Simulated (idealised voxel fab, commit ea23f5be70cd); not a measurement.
Name of the process module below: voxel transistor to metal
Displayed cross-section: cut, width of 210 nm, square cells sized 5 nm.
Cross-sections here: square-cell grids, written as top-down lists of bands, a band being one or more rows of cells.
Quick guide to a band line: top height, bottom height (nm) up front; then every material left to right with its width in nm. Only one material and it's marked "everywhere"? Then it fills the band edge to edge. And "air" just means empty space.
All heights in this document are referenced to 0, defined as the level beneath which the wafer, as received, consists entirely of one material. The lowest band is not bounded below; it extends indefinitely downward and is written in the form "0 -> down".
With a width like "30..40", each row of cells in the band differs from the next by the same amount, the top row carrying the first number and the bottom row the second.
Reading "no modifications" for a step: not a cell of the cross-section changed in it.
Empty spaces without an open route to the top, at least 8 cells in extent, make up the entry "Closed empty spaces"; each is given as width x height at distance, where the distance is measured from the left edge, and all are in nm.
Where a step's line continues beyond its settings, the continuation is a remark by the simulator itself on that step.
overlay nm: right-of-plan distance of the mask on a masked step; negative values mean left-of-plan.

# Intended process steps
1 RECEIVE [material Si]
2 CONFORMAL_DEP [material SiO2] [thk nm 5]
3 CONFORMAL_DEP [material SiN] [thk nm 15]
4 MASKED_ETCH [tone cover] [mask id ACTIVE] [width nm 100] [etch materials SiN] [depth nm 15] [overlay nm 0]
5 MASKED_ETCH [tone cover] [mask id ACTIVE] [width nm 100] [etch materials SiO2] [depth nm 5] [overlay nm 0]
6 MASKED_ETCH [tone cover] [mask id ACTIVE] [width nm 100] [etch materials Si] [depth nm 25] [overlay nm 0]
7 OXIDIZE [depth nm 5]
8 FILL_DEP [material SiO2] [thk nm 10]
9 CMP [height nm 20]
10 SELECTIVE_ETCH [etch materials SiO2] [depth nm 15]
11 STRIP [etch materials SiN]
12 SELECTIVE_ETCH [etch materials SiO2] [depth nm 5]
13 OXIDIZE [depth nm 5]
14 DIRECTIONAL_DEP [material polySi] [thk nm 30]
15 DIRECTIONAL_DEP [material SiCN] [thk nm 10]
16 MASKED_ETCH [tone cover] [mask id GATE] [width nm 20] [etch materials SiCN] [depth nm 20] [overlay nm 0]
17 MASKED_ETCH [tone cover] [mask id GATE] [width nm 20] [etch materials polySi] [depth nm 40] [overlay nm 0]
18 CONFORMAL_DEP [material SiO2] [thk nm 5]
19 DIRECTIONAL_ETCH [etch materials SiO2] [depth nm 5]
20 CONFORMAL_DEP [material SiN] [thk nm 5]
21 DIRECTIONAL_ETCH [etch materials SiN] [depth nm 5]
22 DIRECTIONAL_ETCH [etch materials SiO2] [depth nm 5]
23 DIRECTIONAL_ETCH [etch materials Si] [depth nm 15]
24 EPI [material nSi] [thk nm 20]
25 FILL_DEP [material SiO2] [thk nm 5]
26 CMP [height nm 40]
27 DIRECTIONAL_DEP [material SiO2] [thk nm 10]
28 DIRECTIONAL_DEP [material aC] [thk nm 10]
29 PATTERN [tone open] [mask id CONTACT] [material resist] [width nm 15] [pitch nm 75] [thk nm 25] [overlay nm 0]
30 DIRECTIONAL_ETCH [etch materials aC] [depth nm 10]
31 STRIP [etch materials resist]
32 DIRECTIONAL_ETCH [etch materials SiO2] [depth nm 50]
33 STRIP [etch materials aC]
34 CONFORMAL_DEP [material TiN] [thk nm 5]
35 FILL_DEP [material Ru] [thk nm 5]
36 CMP [height nm 50]
37 CONFORMAL_DEP [material SiCN] [thk nm 5]
38 DIRECTIONAL_DEP [material lowk] [thk nm 20]
39 MASKED_ETCH [tone open] [mask id METAL_1] [width nm 15] [pitch nm 75] [etch materials lowk] [depth nm 20] [overlay nm 0]
40 MASKED_ETCH [tone open] [mask id METAL_1] [width nm 15] [pitch nm 75] [etch materials SiCN] [depth nm 5] [overlay nm 0]
41 CONFORMAL_DEP [material TiN] [thk nm 5]
42 FILL_DEP [material Cu] [thk nm 5]
43 CMP [height nm 75]
44 CONFORMAL_DEP [material SiCN] [thk nm 5]

# First of two wafers - as planned

# as received, after step 1
  0 -> down | Si everywhere
  Closed empty spaces: none

# Wafer section view after processing step 2
  5 -> 0 | SiO2 everywhere
  Nothing below the height 0 has changed.

# Wafer section view after processing step 3
  20 -> 5 | SiN everywhere
  Nothing below the height 5 has changed.

# Wafer section view after processing step 4
  20 -> 5 | 55 air, then 100 SiN, then 55 air
  Nothing below the height 5 has changed.

# Wafer section view after processing step 5
  20 -> 5 | 55 air, then 100 SiN, then 55 air
  5 -> 0 | 55 air, then 100 SiO2, then 55 air
  Nothing below the height 0 has changed.

# Wafer section view after processing step 6
  20 -> 5 | 55 air, then 100 SiN, then 55 air
  5 -> 0 | 55 air, then 100 SiO2, then 55 air
  0 -> -25 | 55 air, then 100 Si, then 55 air
  Nothing below the height -25 has changed.

# Wafer section view after processing step 7
  20 -> 5 | 55 air, then 100 SiN, then 55 air
  5 -> 0 | 55 air, then 100 SiO2, then 55 air
  0 -> -25 | 55 air, then 5 SiO2, then 90 Si, then 5 SiO2, then 55 air
  -25 -> -30 | 60 SiO2, then 90 Si, then 60 SiO2
  Nothing below the height -30 has changed.

# Wafer section view after processing step 8
  30 -> 20 | SiO2 everywhere
  20 -> 5 | 55 SiO2, then 100 SiN, then 55 SiO2
  5 -> 0 | SiO2 everywhere
  0 -> -30 | 60 SiO2, then 90 Si, then 60 SiO2
  Nothing below the height -30 has changed.

# Wafer section view after processing step 9
  20 -> 5 | 55 SiO2, then 100 SiN, then 55 SiO2
  Nothing below the height 5 has changed.

# Wafer section view after processing step 10
  20 -> 5 | 55 air, then 100 SiN, then 55 air
  Nothing below the height 5 has changed.

# Wafer section view after processing step 11
  5 -> 0 | SiO2 everywhere
  Nothing below the height 0 has changed.

# Wafer section view after processing step 12
  0 -> -30 | 60 SiO2, then 90 Si, then 60 SiO2
  Nothing below the height -30 has changed.

# Wafer section view after processing step 13
  0 -> -5 | SiO2 everywhere
  Nothing below the height -5 has changed.

# Wafer section view after processing step 14
  30 -> 0 | polySi everywhere
  Nothing below the height 0 has changed.

# Wafer section view after processing step 15
  40 -> 30 | SiCN everywhere
  Nothing below the height 30 has changed.

# Wafer section view after processing step 16
  40 -> 30 | 95 air, then 20 SiCN, then 95 air
  Nothing below the height 30 has changed.

# Wafer section view after processing step 17
  40 -> 30 | 95 air, then 20 SiCN, then 95 air
  30 -> 0 | 95 air, then 20 polySi, then 95 air
  Nothing below the height 0 has changed.

# Wafer section view after processing step 18
  45 -> 40 | 90 air, then 30 SiO2, then 90 air
  40 -> 30 | 90 air, then 5 SiO2, then 20 SiCN, then 5 SiO2, then 90 air
  30 -> 5 | 90 air, then 5 SiO2, then 20 polySi, then 5 SiO2, then 90 air
  5 -> 0 | 95 SiO2, then 20 polySi, then 95 SiO2
  Nothing below the height 0 has changed.

# Wafer section view after processing step 19
  40 -> 30 | 90 air, then 5 SiO2, then 20 SiCN, then 5 SiO2, then 90 air
  30 -> 0 | 90 air, then 5 SiO2, then 20 polySi, then 5 SiO2, then 90 air
  Nothing below the height 0 has changed.

# Wafer section view after processing step 20
  45 -> 40 | 85 air, then 40 SiN, then 85 air
  40 -> 30 | 85 air, then 5 SiN, then 5 SiO2, then 20 SiCN, then 5 SiO2, then 5 SiN, then 85 air
  30 -> 5 | 85 air, then 5 SiN, then 5 SiO2, then 20 polySi, then 5 SiO2, then 5 SiN, then 85 air
  5 -> 0 | 90 SiN, then 5 SiO2, then 20 polySi, then 5 SiO2, then 90 SiN
  Nothing below the height 0 has changed.

# Wafer section view after processing step 21
  40 -> 30 | 85 air, then 5 SiN, then 5 SiO2, then 20 SiCN, then 5 SiO2, then 5 SiN, then 85 air
  30 -> 0 | 85 air, then 5 SiN, then 5 SiO2, then 20 polySi, then 5 SiO2, then 5 SiN, then 85 air
  Nothing below the height 0 has changed.

# Wafer section view after processing step 22
  40 -> 35 | 85 air, then 5 SiN, then 5 air, then 20 SiCN, then 5 air, then 5 SiN, then 85 air
  35 -> 30 | 85 air, then 5 SiN, then 5 SiO2, then 20 SiCN, then 5 SiO2, then 5 SiN, then 85 air
  30 -> 0 | 85 air, then 5 SiN, then 5 SiO2, then 20 polySi, then 5 SiO2, then 5 SiN, then 85 air
  0 -> -5 | 85 air, then 40 SiO2, then 85 air
  Nothing below the height -5 has changed.

# Wafer section view after processing step 23
  40 -> 35 | 85 air, then 5 SiN, then 5 air, then 20 SiCN, then 5 air, then 5 SiN, then 85 air
  35 -> 30 | 85 air, then 5 SiN, then 5 SiO2, then 20 SiCN, then 5 SiO2, then 5 SiN, then 85 air
  30 -> 0 | 85 air, then 5 SiN, then 5 SiO2, then 20 polySi, then 5 SiO2, then 5 SiN, then 85 air
  0 -> -5 | 85 air, then 40 SiO2, then 85 air
  -5 -> -20 | 60 SiO2, then 25 air, then 40 Si, then 25 air, then 60 SiO2
  Nothing below the height -20 has changed.

# Wafer section view after processing step 24
  40 -> 35 | 85 air, then 5 SiN, then 5 air, then 20 SiCN, then 5 air, then 5 SiN, then 85 air
  35 -> 30 | 85 air, then 5 SiN, then 5 SiO2, then 20 SiCN, then 5 SiO2, then 5 SiN, then 85 air
  30 -> 15 | 85 air, then 5 SiN, then 5 SiO2, then 20 polySi, then 5 SiO2, then 5 SiN, then 85 air
  15 -> 0 | 65 air, then 20 nSi, then 5 SiN, then 5 SiO2, then 20 polySi, then 5 SiO2, then 5 SiN, then 20 nSi, then 65 air
  0 -> -5 | 55 air, then 30 nSi, then 40 SiO2, then 30 nSi, then 55 air
  -5 -> -20 | 60 SiO2, then 25 nSi, then 40 Si, then 25 nSi, then 60 SiO2
  Nothing below the height -20 has changed.

# Wafer section view after processing step 25
  45 -> 40 | SiO2 everywhere
  40 -> 30 | 85 SiO2, then 5 SiN, then 5 SiO2, then 20 SiCN, then 5 SiO2, then 5 SiN, then 85 SiO2
  30 -> 15 | 85 SiO2, then 5 SiN, then 5 SiO2, then 20 polySi, then 5 SiO2, then 5 SiN, then 85 SiO2
  15 -> 0 | 65 SiO2, then 20 nSi, then 5 SiN, then 5 SiO2, then 20 polySi, then 5 SiO2, then 5 SiN, then 20 nSi, then 65 SiO2
  0 -> -5 | 55 SiO2, then 30 nSi, then 40 SiO2, then 30 nSi, then 55 SiO2
  Nothing below the height -5 has changed.

# Wafer section view after processing step 26
  40 -> 30 | 85 SiO2, then 5 SiN, then 5 SiO2, then 20 SiCN, then 5 SiO2, then 5 SiN, then 85 SiO2
  Nothing below the height 30 has changed.

# Wafer section view after processing step 27
  50 -> 40 | SiO2 everywhere
  Nothing below the height 40 has changed.

# Wafer section view after processing step 28
  60 -> 50 | aC everywhere
  Nothing below the height 50 has changed.

# Wafer section view after processing step 29
  85 -> 60 | 60 resist, then 15 air, then 60 resist, then 15 air, then 60 resist
  Nothing below the height 60 has changed.

# Wafer section view after processing step 30
  75 -> 60 | 60 resist, then 15 air, then 60 resist, then 15 air, then 60 resist
  60 -> 50 | 60 aC, then 15 air, then 60 aC, then 15 air, then 60 aC
  Nothing below the height 50 has changed.

# Wafer section view after processing step 31
  60 -> 50 | 60 aC, then 15 air, then 60 aC, then 15 air, then 60 aC
  Nothing below the height 50 has changed.

# Wafer section view after processing step 32
  60 -> 50 | 60 aC, then 15 air, then 60 aC, then 15 air, then 60 aC
  50 -> 40 | 60 SiO2, then 15 air, then 60 SiO2, then 15 air, then 60 SiO2
  40 -> 30 | 60 SiO2, then 15 air, then 10 SiO2, then 5 SiN, then 5 SiO2, then 20 SiCN, then 5 SiO2, then 5 SiN, then 10 SiO2, then 15 air, then 60 SiO2
  30 -> 15 | 60 SiO2, then 15 air, then 10 SiO2, then 5 SiN, then 5 SiO2, then 20 polySi, then 5 SiO2, then 5 SiN, then 10 SiO2, then 15 air, then 60 SiO2
  15 -> 0 | 60 SiO2, then 5 air, then 20 nSi, then 5 SiN, then 5 SiO2, then 20 polySi, then 5 SiO2, then 5 SiN, then 20 nSi, then 5 air, then 60 SiO2
  Nothing below the height 0 has changed.

# Wafer section view after processing step 33
  50 -> 40 | 60 SiO2, then 15 air, then 60 SiO2, then 15 air, then 60 SiO2
  Nothing below the height 40 has changed.

# Wafer section view after processing step 34
  55 -> 50 | 65 TiN, then 5 air, then 70 TiN, then 5 air, then 65 TiN
  50 -> 40 | 60 SiO2, then 5 TiN, then 5 air, then 5 TiN, then 60 SiO2, then 5 TiN, then 5 air, then 5 TiN, then 60 SiO2
  40 -> 30 | 60 SiO2, then 5 TiN, then 5 air, then 5 TiN, then 10 SiO2, then 5 SiN, then 5 SiO2, then 20 SiCN, then 5 SiO2, then 5 SiN, then 10 SiO2, then 5 TiN, then 5 air, then 5 TiN, then 60 SiO2
  30 -> 20 | 60 SiO2, then 5 TiN, then 5 air, then 5 TiN, then 10 SiO2, then 5 SiN, then 5 SiO2, then 20 polySi, then 5 SiO2, then 5 SiN, then 10 SiO2, then 5 TiN, then 5 air, then 5 TiN, then 60 SiO2
  20 -> 15 | 60 SiO2, then 15 TiN, then 10 SiO2, then 5 SiN, then 5 SiO2, then 20 polySi, then 5 SiO2, then 5 SiN, then 10 SiO2, then 15 TiN, then 60 SiO2
  15 -> 0 | 60 SiO2, then 5 TiN, then 20 nSi, then 5 SiN, then 5 SiO2, then 20 polySi, then 5 SiO2, then 5 SiN, then 20 nSi, then 5 TiN, then 60 SiO2
  Nothing below the height 0 has changed.

# Wafer section view after processing step 35
  60 -> 55 | Ru everywhere
  55 -> 50 | 65 TiN, then 5 Ru, then 70 TiN, then 5 Ru, then 65 TiN
  50 -> 40 | 60 SiO2, then 5 TiN, then 5 Ru, then 5 TiN, then 60 SiO2, then 5 TiN, then 5 Ru, then 5 TiN, then 60 SiO2
  40 -> 30 | 60 SiO2, then 5 TiN, then 5 Ru, then 5 TiN, then 10 SiO2, then 5 SiN, then 5 SiO2, then 20 SiCN, then 5 SiO2, then 5 SiN, then 10 SiO2, then 5 TiN, then 5 Ru, then 5 TiN, then 60 SiO2
  30 -> 20 | 60 SiO2, then 5 TiN, then 5 Ru, then 5 TiN, then 10 SiO2, then 5 SiN, then 5 SiO2, then 20 polySi, then 5 SiO2, then 5 SiN, then 10 SiO2, then 5 TiN, then 5 Ru, then 5 TiN, then 60 SiO2
  Nothing below the height 20 has changed.

# Wafer section view after processing step 36
  50 -> 40 | 60 SiO2, then 5 TiN, then 5 Ru, then 5 TiN, then 60 SiO2, then 5 TiN, then 5 Ru, then 5 TiN, then 60 SiO2
  Nothing below the height 40 has changed.

# Wafer section view after processing step 37
  55 -> 50 | SiCN everywhere
  Nothing below the height 50 has changed.

# Wafer section view after processing step 38
  75 -> 55 | lowk everywhere
  Nothing below the height 55 has changed.

# Wafer section view after processing step 39
  75 -> 55 | 60 lowk, then 15 air, then 60 lowk, then 15 air, then 60 lowk
  Nothing below the height 55 has changed.

# Wafer section view after processing step 40
  75 -> 55 | 60 lowk, then 15 air, then 60 lowk, then 15 air, then 60 lowk
  55 -> 50 | 60 SiCN, then 15 air, then 60 SiCN, then 15 air, then 60 SiCN
  Nothing below the height 50 has changed.

# Wafer section view after processing step 41
  80 -> 75 | 65 TiN, then 5 air, then 70 TiN, then 5 air, then 65 TiN
  75 -> 55 | 60 lowk, then 5 TiN, then 5 air, then 5 TiN, then 60 lowk, then 5 TiN, then 5 air, then 5 TiN, then 60 lowk
  55 -> 50 | 60 SiCN, then 15 TiN, then 60 SiCN, then 15 TiN, then 60 SiCN
  Nothing below the height 50 has changed.

# Wafer section view after processing step 42
  85 -> 80 | Cu everywhere
  80 -> 75 | 65 TiN, then 5 Cu, then 70 TiN, then 5 Cu, then 65 TiN
  75 -> 55 | 60 lowk, then 5 TiN, then 5 Cu, then 5 TiN, then 60 lowk, then 5 TiN, then 5 Cu, then 5 TiN, then 60 lowk
  Nothing below the height 55 has changed.

# Wafer section view after processing step 43
  75 -> 55 | 60 lowk, then 5 TiN, then 5 Cu, then 5 TiN, then 60 lowk, then 5 TiN, then 5 Cu, then 5 TiN, then 60 lowk
  Nothing below the height 55 has changed.

# Wafer section view after processing step 44
  80 -> 75 | SiCN everywhere
  Nothing below the height 75 has changed.

# The second wafer: identical to the first at the outset and in its planned sequence, differing only in that one mistake was made during processing; up to and including step 34, its path is the first wafer's path

# when step 35 should have ended
  60 -> 55 | aC everywhere
  55 -> 50 | 65 TiN, then 5 aC, then 70 TiN, then 5 aC, then 65 TiN
  50 -> 40 | 60 SiO2, then 5 TiN, then 5 aC, then 5 TiN, then 60 SiO2, then 5 TiN, then 5 aC, then 5 TiN, then 60 SiO2
  40 -> 30 | 60 SiO2, then 5 TiN, then 5 aC, then 5 TiN, then 10 SiO2, then 5 SiN, then 5 SiO2, then 20 SiCN, then 5 SiO2, then 5 SiN, then 10 SiO2, then 5 TiN, then 5 aC, then 5 TiN, then 60 SiO2
  30 -> 20 | 60 SiO2, then 5 TiN, then 5 aC, then 5 TiN, then 10 SiO2, then 5 SiN, then 5 SiO2, then 20 polySi, then 5 SiO2, then 5 SiN, then 10 SiO2, then 5 TiN, then 5 aC, then 5 TiN, then 60 SiO2
  Nothing below the height 20 has changed.

# when step 36 should have ended
  50 -> 40 | 60 SiO2, then 5 TiN, then 5 aC, then 5 TiN, then 60 SiO2, then 5 TiN, then 5 aC, then 5 TiN, then 60 SiO2
  Nothing below the height 40 has changed.

# when step 37 should have ended
  55 -> 50 | SiCN everywhere
  Nothing below the height 50 has changed.

# when step 38 should have ended
  75 -> 55 | lowk everywhere
  Nothing below the height 55 has changed.

# when step 39 should have ended
  75 -> 55 | 60 lowk, then 15 air, then 60 lowk, then 15 air, then 60 lowk
  Nothing below the height 55 has changed.

# when step 40 should have ended
  75 -> 55 | 60 lowk, then 15 air, then 60 lowk, then 15 air, then 60 lowk
  55 -> 50 | 60 SiCN, then 15 air, then 60 SiCN, then 15 air, then 60 SiCN
  Nothing below the height 50 has changed.

# when step 41 should have ended
  80 -> 75 | 65 TiN, then 5 air, then 70 TiN, then 5 air, then 65 TiN
  75 -> 55 | 60 lowk, then 5 TiN, then 5 air, then 5 TiN, then 60 lowk, then 5 TiN, then 5 air, then 5 TiN, then 60 lowk
  55 -> 50 | 60 SiCN, then 15 TiN, then 60 SiCN, then 15 TiN, then 60 SiCN
  Nothing below the height 50 has changed.

# when step 42 should have ended
  85 -> 80 | Cu everywhere
  80 -> 75 | 65 TiN, then 5 Cu, then 70 TiN, then 5 Cu, then 65 TiN
  75 -> 55 | 60 lowk, then 5 TiN, then 5 Cu, then 5 TiN, then 60 lowk, then 5 TiN, then 5 Cu, then 5 TiN, then 60 lowk
  Nothing below the height 55 has changed.

# when step 43 should have ended
  75 -> 55 | 60 lowk, then 5 TiN, then 5 Cu, then 5 TiN, then 60 lowk, then 5 TiN, then 5 Cu, then 5 TiN, then 60 lowk
  Nothing below the height 55 has changed.

# when step 44 should have ended
  80 -> 75 | SiCN everywhere
  Nothing below the height 75 has changed.
The mistake made against the process plan was this: step 35 went in with a setting other than planned; the actual run was FILL_DEP [material aC] [thk nm 5]
FYI, end of process, the second wafer has more or fewer cells of some materials than the first: 12 fewer of Ru | 12 more of aC
